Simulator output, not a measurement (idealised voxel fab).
Process module heading - voxel fin reveal
Section shown: cut. Width: 195 nm. Cell size: 5 nm, square.
Heads up, the way a cross-section reads in here is a grid of square cells, handed over as bands from the top down, with every band being one or more rows of cells. First you get the band's top height and its bottom height, in nm, and then the materials it's made of, left to right, with each width in nm. If you see a single material with "full width", that one covers the band edge to edge. "blank" is empty space. All heights in this document are referenced to 0, defined as the level beneath which the wafer, as received, consists entirely of one material. The lowest band is not bounded below; it extends indefinitely downward and is written in the form "0 -> down". Width "30 to 40": first value at the band's top row of cells, second value at its bottom row, equal change from row to row. "no change" -> step changed no cross-section cell. Closed-off voids of 8+ cells (no open route to the top) go in "Voids, sealed", written width x height at distance from the left edge, in nm. On a step's line, text after the settings is the simulator commenting on that step. If you see "overlay nm" on a step's line and that step has a mask, it's telling you how far right of where it was planned the mask ended up; a negative number means it went left instead.
The planned process steps are enumerated hereunder
- 1: RECEIVE [material Si]
- 2: CONFORMAL_DEP [material SiN] [thk nm 10]
- 3: DIRECTIONAL_DEP [material aC] [thk nm 10]
- 4: PATTERN [tone cover] [mask id FINS] [material resist] [width nm 15] [pitch nm 40] [thk nm 30] [overlay nm 0]
- 5: DIRECTIONAL_ETCH [etch materials aC] [depth nm 10]
- 6: STRIP [etch materials resist]
- 7: DIRECTIONAL_ETCH [etch materials SiN] [depth nm 10]
- 8: DIRECTIONAL_ETCH [etch materials Si] [depth nm 40]
- 9: STRIP [etch materials aC]
- 10: OXIDIZE [depth nm 5]
- 11: FILL_DEP [material SiO2] [thk nm 15]
- 12: CMP [height nm 10]
- 13: SELECTIVE_ETCH [etch materials SiO2] [depth nm 40]
- 14: STRIP [etch materials SiN]
- 15: CONFORMAL_DEP [material SiO2] [thk nm 5]
As received (post step 1): cross-section
    0 -> down: Si full width
    Voids, sealed: none
First of two wafers: cross-section at end of module, run per plan
    5 -> 0: blank=70  SiO2=15  blank=25  SiO2=15  blank=70
    0 -> -25: blank=70  SiO2=5  Si=5  SiO2=5  blank=25  SiO2=5  Si=5  SiO2=5  blank=70
    -25 -> -45: SiO2=75  Si=5  SiO2=35  Si=5  SiO2=75
    -45 -> down: Si full width
    Voids, sealed: none
Cross-sectional image of the second wafer of the two following completion of the module. Starting state and process plan were the same as for the first wafer; one execution error occurred
    5 -> 0: SiO2=70  blank=15  SiO2=25  blank=15  SiO2=70
    0 -> -25: Si=65  SiO2=5  blank=15  SiO2=5  Si=15  SiO2=5  blank=15  SiO2=5  Si=65
    -25 -> -45: Si=65  SiO2=25  Si=15  SiO2=25  Si=65
    -45 -> down: Si full width
    Voids, sealed: none
Diagnosis: step 4 deviated from plan and actually ran as PATTERN [tone open] [mask id FINS] [material resist] [width nm 15] [pitch nm 40] [thk nm 30] [overlay nm 0]
Cell-count delta at end, second wafer over first, by material: Si +243 | SiO2 -81
